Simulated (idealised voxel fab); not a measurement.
The following process module bears the name voxel transistor to metal.
The width of the displayed cross-section, cut, is 170 nm; its cells are square, with a size of 5 nm.
The cross-sections in this document take the form of a grid made of square cells. They are written out as bands, in order from top to bottom. Each band consists of one or more rows of cells. Within each band entry, the heights of the top and of the bottom of the band appear first, in that order and in nm; the materials of the band then follow from left to right, each with its corresponding width in nm. The designation "edge to edge" on a single material indicates that it fills the band from edge to edge; the designation "air" indicates empty space. Measure heights from 0. That's the level where, below it, the as-received wafer is all one material. The lowest band is bottomless and extends downward; write it as in "0 down". So if you see something like "30->40" for the width, read it as the top row of the band sitting at the first number and the bottom row at the second, with every row in between moving by the same amount as the last. Step note "all unchanged" = no cross-section cell changed. Enclosed voids (no open way to top), threshold 8 cells or more, entry "Closed void catalog", notation width x height at distance, distance from left edge, nm. Heads up: the bit after the settings on a step's line is the simulator's remark on that step. overlay nm: mask right of planned place by this much (step with mask). Neg. = left.

[Set out below are the planned steps of the process]
| 1 | op RECEIVE | material Si |
| 2 | op OXIDIZE | depth nm 5 |
| 3 | op CONFORMAL_DEP | material SiN | thk nm 15 |
| 4 | op PATTERN | tone cover | mask id ACTIVE | material resist | width nm 110 | thk nm 15 | overlay nm 0 |
| 5 | op DIRECTIONAL_ETCH | etch materials SiN | depth nm 15 |
| 6 | op DIRECTIONAL_ETCH | etch materials SiO2 | depth nm 5 |
| 7 | op DIRECTIONAL_ETCH | etch materials Si | depth nm 25 |
| 8 | op STRIP | etch materials resist |
| 9 | op FILL_DEP | material SiO2 | thk nm 15 |
| 10 | op CMP | height nm 15 |
| 11 | op SELECTIVE_ETCH | etch materials SiO2 | depth nm 10 |
| 12 | op STRIP | etch materials SiN |
| 13 | op SELECTIVE_ETCH | etch materials SiO2 | depth nm 5 |
| 14 | op OXIDIZE | depth nm 5 |
| 15 | op DIRECTIONAL_DEP | material polySi | thk nm 30 |
| 16 | op DIRECTIONAL_DEP | material SiCN | thk nm 10 |
| 17 | op MASKED_ETCH | tone cover | mask id GATE | width nm 20 | etch materials SiCN | depth nm 20 | overlay nm 0 |
| 18 | op MASKED_ETCH | tone cover | mask id GATE | width nm 20 | etch materials polySi | depth nm 40 | overlay nm 0 |
| 19 | op CONFORMAL_DEP | material SiO2 | thk nm 5 |
| 20 | op DIRECTIONAL_ETCH | etch materials SiO2 | depth nm 5 |
| 21 | op CONFORMAL_DEP | material SiN | thk nm 5 |
| 22 | op DIRECTIONAL_ETCH | etch materials SiN | depth nm 5 |
| 23 | op DIRECTIONAL_ETCH | etch materials SiO2 | depth nm 5 |
| 24 | op DIRECTIONAL_ETCH | etch materials Si | depth nm 15 |
| 25 | op EPI | material nSi | thk nm 20 |
| 26 | op FILL_DEP | material SiO2 | thk nm 5 |
| 27 | op CMP | height nm 35 |
| 28 | op DIRECTIONAL_DEP | material SiO2 | thk nm 15 |
| 29 | op PATTERN | tone open | mask id CONTACT | material resist | width nm 30 | pitch nm 60 | thk nm 15 | overlay nm 0 |
| 30 | op DIRECTIONAL_ETCH | etch materials SiO2 | depth nm 40 |
| 31 | op STRIP | etch materials resist |
| 32 | op CONFORMAL_DEP | material TiN | thk nm 5 |
| 33 | op FILL_DEP | material W | thk nm 10 |
| 34 | op CMP | height nm 50 |
| 35 | op DIRECTIONAL_DEP | material TiN | thk nm 5 |
| 36 | op DIRECTIONAL_DEP | material W | thk nm 15 |
| 37 | op PATTERN | tone cover | mask id METAL_1 | material resist | width nm 20 | pitch nm 70 | thk nm 15 | overlay nm -15 |
| 38 | op DIRECTIONAL_ETCH | etch materials W | depth nm 15 |
| 39 | op DIRECTIONAL_ETCH | etch materials TiN | depth nm 5 |
| 40 | op STRIP | etch materials resist |
| 41 | op CONFORMAL_DEP | material SiN | thk nm 5 |
| 42 | op FILL_DEP | material lowk | thk nm 10 |
| 43 | op CMP | height nm 70 |
| 44 | op CONFORMAL_DEP | material SiCN | thk nm 5 |
| 45 | op DIRECTIONAL_DEP | material lowk | thk nm 25 |
| 46 | op DIRECTIONAL_DEP | material aC | thk nm 10 |
| 47 | op PATTERN | tone open | mask id METAL_2_HOLES | material resist | width nm 15 | pitch nm 70 | thk nm 25 | overlay nm 0 |
| 48 | op DIRECTIONAL_ETCH | etch materials aC | depth nm 10 |
| 49 | op STRIP | etch materials resist |
| 50 | op DIRECTIONAL_ETCH | etch materials lowk | depth nm 25 |
| 51 | op STRIP | etch materials aC |
| 52 | op MASKED_ETCH | tone open | mask id METAL_2 | width nm 20 | pitch nm 70 | etch materials lowk | depth nm 15 | overlay nm 0 |
| 53 | op MASKED_ETCH | tone open | mask id METAL_2 | width nm 20 | pitch nm 70 | etch materials SiCN | depth nm 5 | overlay nm 0 |
| 54 | op CONFORMAL_DEP | material TiN | thk nm 5 |
| 55 | op FILL_DEP | material Cu | thk nm 10 |
| 56 | op CMP | height nm 100 |
| 57 | op CONFORMAL_DEP | material SiCN | thk nm 5 |
Wafers differ in overlay nm at step 37; plan lists the first wafer's value; identical starting state.

[The as-received cross-section of the first of several wafers corresponds to the state after step 1]
0 down = Si edge to edge
Closed void catalog: none

[Each row below is a wafer at the end of the module, listing for every material the number of cells it has gained (+) or lost (-) since it was received, followed by its closed voids]
overlay nm -15; +14 Cu; -152 Si; +70 SiCN; +56 SiN; +262 SiO2; +76 TiN; +70 W; +200 lowk; +94 nSi; +24 polySi; Closed void catalog: none
overlay nm -10; +14 Cu; -152 Si; +70 SiCN; +56 SiN; +262 SiO2; +76 TiN; +70 W; +200 lowk; +94 nSi; +24 polySi; Closed void catalog: none
overlay nm -5; +14 Cu; -152 Si; +70 SiCN; +56 SiN; +262 SiO2; +76 TiN; +70 W; +200 lowk; +94 nSi; +24 polySi; Closed void catalog: none
overlay nm 0; +14 Cu; -152 Si; +70 SiCN; +56 SiN; +262 SiO2; +76 TiN; +70 W; +200 lowk; +94 nSi; +24 polySi; Closed void catalog: none
overlay nm 5; +14 Cu; -152 Si; +70 SiCN; +56 SiN; +262 SiO2; +76 TiN; +70 W; +200 lowk; +94 nSi; +24 polySi; Closed void catalog: none
overlay nm 10; +14 Cu; -152 Si; +70 SiCN; +56 SiN; +262 SiO2; +76 TiN; +70 W; +200 lowk; +94 nSi; +24 polySi; Closed void catalog: none
overlay nm 15; +14 Cu; -152 Si; +70 SiCN; +56 SiN; +262 SiO2; +76 TiN; +70 W; +200 lowk; +94 nSi; +24 polySi; Closed void catalog: none
